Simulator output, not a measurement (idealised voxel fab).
The process module that follows is named voxel wiring stack.
Xsec cut, 235 nm wide, square cell size 5 nm.
A cross-section in this document is a grid of square cells, and it is written down as bands, the top band listed before the ones below it; a band is made up of one or more rows of cells. Look at the band entry: it leads with the top's height and the bottom's height in nm. Then it lists the materials left to right, with a width in nm for each. The word "everywhere" on a single material says that material fills the band edge to edge. The word "empty" is empty space. All heights in this document are referenced to 0, defined as the level beneath which the wafer, as received, consists entirely of one material. The lowest band is not bounded below; it extends indefinitely downward and is written in the form "top 0, no bottom". A width such as "30->40" changes by the same amount from each row of cells to the next, from the band's top row to its bottom row. When a step is marked "nothing altered", none of the cells in the cross-section changed during that step. Under "Completely sealed voids" you'll find the enclosed gaps, the ones with no way out to the top, that are 8 cells or bigger; each reads width x height at distance, with distance counted from the left edge, everything in nm. after a step's settings: what the simulator itself notes on the step. For masked steps, "overlay nm" on the step line gives how far right of plan the mask actually lay; a minus sign means it lay to the left.
Set out below are the planned steps of the process
1. RECEIVE [material Si]
2. CONFORMAL_DEP [material SiO2] [thk nm 10]
3. DIRECTIONAL_DEP [material TiN] [thk nm 5]
4. DIRECTIONAL_DEP [material W] [thk nm 20]
5. PATTERN [tone cover] [mask id METAL_1] [material resist] [width nm 20] [pitch nm 40] [thk nm 20] [overlay nm 0]
6. DIRECTIONAL_ETCH [etch materials W] [depth nm 20]
7. DIRECTIONAL_ETCH [etch materials TiN] [depth nm 5]
8. STRIP [etch materials resist]
9. FILL_DEP [material lowk] [thk nm 5]
10. CMP [height nm 35]
11. CONFORMAL_DEP [material SiCN] [thk nm 5]
12. DIRECTIONAL_DEP [material lowk] [thk nm 30]
13. PATTERN [tone open] [mask id METAL_2] [material resist] [width nm 20] [pitch nm 40] [thk nm 20] [overlay nm 0]
14. DIRECTIONAL_ETCH [etch materials lowk] [depth nm 20]
15. STRIP [etch materials resist]
16. MASKED_ETCH [tone open] [mask id METAL_2_HOLES] [width nm 15] [etch materials lowk] [depth nm 10] [overlay nm 0]
17. MASKED_ETCH [tone open] [mask id METAL_2_HOLES] [width nm 15] [etch materials SiCN] [depth nm 5] [overlay nm 0]
18. CONFORMAL_DEP [material TiN] [thk nm 5]
19. FILL_DEP [material Cu] [thk nm 5]
20. CMP [height nm 70]
21. CONFORMAL_DEP [material SiCN] [thk nm 5]
22. DIRECTIONAL_DEP [material lowk] [thk nm 35]
23. DIRECTIONAL_DEP [material aC] [thk nm 10]
24. PATTERN [tone open] [mask id METAL_3] [material resist] [width nm 20] [pitch nm 40] [thk nm 30] [overlay nm 0]
25. DIRECTIONAL_ETCH [etch materials aC] [depth nm 10]
26. STRIP [etch materials resist]
27. DIRECTIONAL_ETCH [etch materials lowk] [depth nm 20]
28. STRIP [etch materials aC]
29. DIRECTIONAL_DEP [material aC] [thk nm 15]
30. PATTERN [tone open] [mask id METAL_3_HOLES] [material resist] [width nm 15] [thk nm 35] [overlay nm 0]
31. DIRECTIONAL_ETCH [etch materials aC] [depth nm 15]
32. STRIP [etch materials resist]
33. DIRECTIONAL_ETCH [etch materials lowk] [depth nm 15]
34. DIRECTIONAL_ETCH [etch materials SiCN] [depth nm 5]
35. STRIP [etch materials aC]
36. CONFORMAL_DEP [material TiN] [thk nm 5]
37. FILL_DEP [material Cu] [thk nm 5]
38. CMP [height nm 110]
39. CONFORMAL_DEP [material SiCN] [thk nm 5]
40. DIRECTIONAL_DEP [material lowk] [thk nm 10]
41. MASKED_ETCH [tone open] [mask id PLUG_3] [width nm 15] [pitch nm 40] [etch materials lowk] [depth nm 10] [overlay nm 0]
42. MASKED_ETCH [tone open] [mask id PLUG_3] [width nm 15] [pitch nm 40] [etch materials SiCN] [depth nm 5] [overlay nm 0]
43. EPI [material Ru] [thk nm 10]
44. EPI [material Ru] [thk nm 5]
45. CONFORMAL_DEP [material SiN] [thk nm 5]
46. DIRECTIONAL_DEP [material lowk] [thk nm 20]
47. MASKED_ETCH [tone open] [mask id METAL_4] [width nm 20] [pitch nm 40] [etch materials lowk] [depth nm 20] [overlay nm 0]
48. MASKED_ETCH [tone open] [mask id METAL_4] [width nm 20] [pitch nm 40] [etch materials SiN] [depth nm 5] [overlay nm 0]
49. CONFORMAL_DEP [material TiN] [thk nm 5]
50. FILL_DEP [material Ru] [thk nm 5]
51. CMP [height nm 150]
52. EPI [material Ru] [thk nm 5]
53. FILL_DEP [material SiCN] [thk nm 5]
What follows covers the first of two wafers; it ran as planned
Wafer as received: cross-section following step 1
  top 0, no bottom: Si everywhere
  Completely sealed voids: none
Cross-section through the wafer, step 2 finished
  top 10, bottom 0: SiO2 everywhere
  Below 0, no change.
Cross-section through the wafer, step 3 finished
  top 15, bottom 10: TiN everywhere
  Below 10, no change.
Cross-section through the wafer, step 4 finished
  top 35, bottom 15: W everywhere
  Below 15, no change.
Cross-section through the wafer, step 5 finished
  top 55, bottom 35: empty: 85; resist: 20; empty: 20; resist: 20; empty: 90
  Below 35, no change.
Cross-section through the wafer, step 6 finished
  top 55, bottom 35: empty: 85; resist: 20; empty: 20; resist: 20; empty: 90
  top 35, bottom 15: empty: 85; W: 20; empty: 20; W: 20; empty: 90
  Below 15, no change.
Cross-section through the wafer, step 7 finished
  top 55, bottom 35: empty: 85; resist: 20; empty: 20; resist: 20; empty: 90
  top 35, bottom 15: empty: 85; W: 20; empty: 20; W: 20; empty: 90
  top 15, bottom 10: empty: 85; TiN: 20; empty: 20; TiN: 20; empty: 90
  Below 10, no change.
Cross-section through the wafer, step 8 finished
  top 35, bottom 15: empty: 85; W: 20; empty: 20; W: 20; empty: 90
  Below 15, no change.
Cross-section through the wafer, step 9 finished
  top 40, bottom 35: lowk everywhere
  top 35, bottom 15: lowk: 85; W: 20; lowk: 20; W: 20; lowk: 90
  top 15, bottom 10: lowk: 85; TiN: 20; lowk: 20; TiN: 20; lowk: 90
  Below 10, no change.
Cross-section through the wafer, step 10 finished
  top 35, bottom 15: lowk: 85; W: 20; lowk: 20; W: 20; lowk: 90
  Below 15, no change.
Cross-section through the wafer, step 11 finished
  top 40, bottom 35: SiCN everywhere
  Below 35, no change.
Cross-section through the wafer, step 12 finished
  top 70, bottom 40: lowk everywhere
  Below 40, no change.
Cross-section through the wafer, step 13 finished
  top 90, bottom 70: resist: 85; empty: 20; resist: 20; empty: 20; resist: 90
  Below 70, no change.
Cross-section through the wafer, step 14 finished
  top 90, bottom 70: resist: 85; empty: 20; resist: 20; empty: 20; resist: 90
  top 70, bottom 50: lowk: 85; empty: 20; lowk: 20; empty: 20; lowk: 90
  Below 50, no change.
Cross-section through the wafer, step 15 finished
  top 70, bottom 50: lowk: 85; empty: 20; lowk: 20; empty: 20; lowk: 90
  Below 50, no change.
Cross-section through the wafer, step 16 finished
  top 70, bottom 50: lowk: 85; empty: 20; lowk: 20; empty: 20; lowk: 90
  top 50, bottom 40: lowk: 85; empty: 15; lowk: 135
  Below 40, no change.
Cross-section through the wafer, step 17 finished
  top 70, bottom 50: lowk: 85; empty: 20; lowk: 20; empty: 20; lowk: 90
  top 50, bottom 40: lowk: 85; empty: 15; lowk: 135
  top 40, bottom 35: SiCN: 85; empty: 15; SiCN: 135
  Below 35, no change.
Cross-section through the wafer, step 18 finished
  top 75, bottom 70: TiN: 90; empty: 10; TiN: 30; empty: 10; TiN: 95
  top 70, bottom 55: lowk: 85; TiN: 5; empty: 10; TiN: 5; lowk: 20; TiN: 5; empty: 10; TiN: 5; lowk: 90
  top 55, bottom 50: lowk: 85; TiN: 5; empty: 5; TiN: 10; lowk: 20; TiN: 20; lowk: 90
  top 50, bottom 40: lowk: 85; TiN: 5; empty: 5; TiN: 5; lowk: 135
  top 40, bottom 35: SiCN: 85; TiN: 15; SiCN: 135
  Below 35, no change.
Cross-section through the wafer, step 19 finished
  top 80, bottom 75: Cu everywhere
  top 75, bottom 70: TiN: 90; Cu: 10; TiN: 30; Cu: 10; TiN: 95
  top 70, bottom 55: lowk: 85; TiN: 5; Cu: 10; TiN: 5; lowk: 20; TiN: 5; Cu: 10; TiN: 5; lowk: 90
  top 55, bottom 50: lowk: 85; TiN: 5; Cu: 5; TiN: 10; lowk: 20; TiN: 20; lowk: 90
  top 50, bottom 40: lowk: 85; TiN: 5; Cu: 5; TiN: 5; lowk: 135
  Below 40, no change.
Cross-section through the wafer, step 20 finished
  top 70, bottom 55: lowk: 85; TiN: 5; Cu: 10; TiN: 5; lowk: 20; TiN: 5; Cu: 10; TiN: 5; lowk: 90
  Below 55, no change.
Cross-section through the wafer, step 21 finished
  top 75, bottom 70: SiCN everywhere
  Below 70, no change.
Cross-section through the wafer, step 22 finished
  top 110, bottom 75: lowk everywhere
  Below 75, no change.
Cross-section through the wafer, step 23 finished
  top 120, bottom 110: aC everywhere
  Below 110, no change.
Cross-section through the wafer, step 24 finished
  top 150, bottom 120: resist: 85; empty: 20; resist: 20; empty: 20; resist: 90
  Below 120, no change.
Cross-section through the wafer, step 25 finished
  top 140, bottom 120: resist: 85; empty: 20; resist: 20; empty: 20; resist: 90
  top 120, bottom 110: aC: 85; empty: 20; aC: 20; empty: 20; aC: 90
  Below 110, no change.
Cross-section through the wafer, step 26 finished
  top 120, bottom 110: aC: 85; empty: 20; aC: 20; empty: 20; aC: 90
  Below 110, no change.
Cross-section through the wafer, step 27 finished
  top 120, bottom 110: aC: 85; empty: 20; aC: 20; empty: 20; aC: 90
  top 110, bottom 90: lowk: 85; empty: 20; lowk: 20; empty: 20; lowk: 90
  Below 90, no change.
Cross-section through the wafer, step 28 finished
  top 110, bottom 90: lowk: 85; empty: 20; lowk: 20; empty: 20; lowk: 90
  Below 90, no change.
Cross-section through the wafer, step 29 finished
  top 125, bottom 110: aC: 85; empty: 20; aC: 20; empty: 20; aC: 90
  top 110, bottom 105: lowk: 85; empty: 20; lowk: 20; empty: 20; lowk: 90
  top 105, bottom 90: lowk: 85; aC: 20; lowk: 20; aC: 20; lowk: 90
  Below 90, no change.
Cross-section through the wafer, step 30 finished
  top 160, bottom 125: resist: 85; empty: 15; resist: 135
  top 125, bottom 110: aC: 85; empty: 15; resist: 5; aC: 20; resist: 20; aC: 90
  top 110, bottom 105: lowk: 85; empty: 15; resist: 5; lowk: 20; resist: 20; lowk: 90
  Below 105, no change.
Cross-section through the wafer, step 31 finished
  top 145, bottom 125: resist: 85; empty: 15; resist: 135
  top 125, bottom 110: aC: 85; empty: 15; resist: 5; aC: 20; resist: 20; aC: 90
  top 110, bottom 105: lowk: 85; empty: 15; resist: 5; lowk: 20; resist: 20; lowk: 90
  top 105, bottom 90: lowk: 85; empty: 15; aC: 5; lowk: 20; aC: 20; lowk: 90
  Below 90, no change.
Cross-section through the wafer, step 32 finished
  top 125, bottom 110: aC: 85; empty: 20; aC: 20; empty: 20; aC: 90
  top 110, bottom 105: lowk: 85; empty: 20; lowk: 20; empty: 20; lowk: 90
  Below 105, no change.
Cross-section through the wafer, step 33 finished
  top 125, bottom 110: aC: 85; empty: 20; aC: 20; empty: 20; aC: 90
  top 110, bottom 105: lowk: 85; empty: 20; lowk: 20; empty: 20; lowk: 90
  top 105, bottom 90: lowk: 85; empty: 15; aC: 5; lowk: 20; aC: 20; lowk: 90
  top 90, bottom 75: lowk: 85; empty: 15; lowk: 135
  Below 75, no change.
Cross-section through the wafer, step 34 finished
  top 125, bottom 110: aC: 85; empty: 20; aC: 20; empty: 20; aC: 90
  top 110, bottom 105: lowk: 85; empty: 20; lowk: 20; empty: 20; lowk: 90
  top 105, bottom 90: lowk: 85; empty: 15; aC: 5; lowk: 20; aC: 20; lowk: 90
  top 90, bottom 75: lowk: 85; empty: 15; lowk: 135
  top 75, bottom 70: SiCN: 85; empty: 15; SiCN: 135
  Below 70, no change.
Cross-section through the wafer, step 35 finished
  top 110, bottom 90: lowk: 85; empty: 20; lowk: 20; empty: 20; lowk: 90
  Below 90, no change.
Cross-section through the wafer, step 36 finished
  top 115, bottom 110: TiN: 90; empty: 10; TiN: 30; empty: 10; TiN: 95
  top 110, bottom 95: lowk: 85; TiN: 5; empty: 10; TiN: 5; lowk: 20; TiN: 5; empty: 10; TiN: 5; lowk: 90
  top 95, bottom 90: lowk: 85; TiN: 5; empty: 5; TiN: 10; lowk: 20; TiN: 20; lowk: 90
  top 90, bottom 75: lowk: 85; TiN: 5; empty: 5; TiN: 5; lowk: 135
  top 75, bottom 70: SiCN: 85; TiN: 15; SiCN: 135
  Below 70, no change.
Cross-section through the wafer, step 37 finished
  top 120, bottom 115: Cu everywhere
  top 115, bottom 110: TiN: 90; Cu: 10; TiN: 30; Cu: 10; TiN: 95
  top 110, bottom 95: lowk: 85; TiN: 5; Cu: 10; TiN: 5; lowk: 20; TiN: 5; Cu: 10; TiN: 5; lowk: 90
  top 95, bottom 90: lowk: 85; TiN: 5; Cu: 5; TiN: 10; lowk: 20; TiN: 20; lowk: 90
  top 90, bottom 75: lowk: 85; TiN: 5; Cu: 5; TiN: 5; lowk: 135
  Below 75, no change.
Cross-section through the wafer, step 38 finished
  top 110, bottom 95: lowk: 85; TiN: 5; Cu: 10; TiN: 5; lowk: 20; TiN: 5; Cu: 10; TiN: 5; lowk: 90
  Below 95, no change.
Cross-section through the wafer, step 39 finished
  top 115, bottom 110: SiCN everywhere
  Below 110, no change.
Cross-section through the wafer, step 40 finished
  top 125, bottom 115: lowk everywhere
  Below 115, no change.
Cross-section through the wafer, step 41 finished
  top 125, bottom 115: lowk: 85; empty: 15; lowk: 25; empty: 15; lowk: 95
  Below 115, no change.
Cross-section through the wafer, step 42 finished
  top 125, bottom 115: lowk: 85; empty: 15; lowk: 25; empty: 15; lowk: 95
  top 115, bottom 110: SiCN: 85; empty: 15; SiCN: 25; empty: 15; SiCN: 95
  Below 110, no change.
Cross-section through the wafer, step 43 finished
  top 125, bottom 120: lowk: 85; empty: 15; lowk: 25; empty: 15; lowk: 95
  top 120, bottom 115: lowk: 85; Ru: 15; lowk: 25; Ru: 15; lowk: 95
  top 115, bottom 110: SiCN: 85; Ru: 15; SiCN: 25; Ru: 15; SiCN: 95
  Below 110, no change.
Cross-section through the wafer, step 44 finished
  top 125, bottom 115: lowk: 85; Ru: 15; lowk: 25; Ru: 15; lowk: 95
  Below 115, no change.
Cross-section through the wafer, step 45 finished
  top 130, bottom 125: SiN everywhere
  Below 125, no change.
Cross-section through the wafer, step 46 finished
  top 150, bottom 130: lowk everywhere
  Below 130, no change.
Cross-section through the wafer, step 47 finished
  top 150, bottom 130: lowk: 85; empty: 20; lowk: 20; empty: 20; lowk: 90
  Below 130, no change.
Cross-section through the wafer, step 48 finished
  top 150, bottom 130: lowk: 85; empty: 20; lowk: 20; empty: 20; lowk: 90
  top 130, bottom 125: SiN: 85; empty: 20; SiN: 20; empty: 20; SiN: 90
  Below 125, no change.
Cross-section through the wafer, step 49 finished
  top 155, bottom 150: TiN: 90; empty: 10; TiN: 30; empty: 10; TiN: 95
  top 150, bottom 130: lowk: 85; TiN: 5; empty: 10; TiN: 5; lowk: 20; TiN: 5; empty: 10; TiN: 5; lowk: 90
  top 130, bottom 125: SiN: 85; TiN: 20; SiN: 20; TiN: 20; SiN: 90
  Below 125, no change.
Cross-section through the wafer, step 50 finished
  top 160, bottom 155: Ru everywhere
  top 155, bottom 150: TiN: 90; Ru: 10; TiN: 30; Ru: 10; TiN: 95
  top 150, bottom 130: lowk: 85; TiN: 5; Ru: 10; TiN: 5; lowk: 20; TiN: 5; Ru: 10; TiN: 5; lowk: 90
  Below 130, no change.
Cross-section through the wafer, step 51 finished
  top 150, bottom 130: lowk: 85; TiN: 5; Ru: 10; TiN: 5; lowk: 20; TiN: 5; Ru: 10; TiN: 5; lowk: 90
  Below 130, no change.
Cross-section through the wafer, step 52 finished
  top 155, bottom 150: empty: 80; Ru: 30; empty: 10; Ru: 30; empty: 85
  Below 150, no change.
Cross-section through the wafer, step 53 finished
  top 160, bottom 155: SiCN everywhere
  top 155, bottom 150: SiCN: 80; Ru: 30; SiCN: 10; Ru: 30; SiCN: 85
  Below 150, no change.
Second Wafer (Identical Start and Plan, One Processing Error; Matches First Wafer Through Step 52)
Cross-sectional representation of the second wafer at the time designated in the plan for the completion of step 53: nothing altered
What was done differently from what was planned? skipped: plan step 53 (never run)
Final comparison by cell count, materials where the second wafer has more or fewer than the first: SiCN: 82 fewer
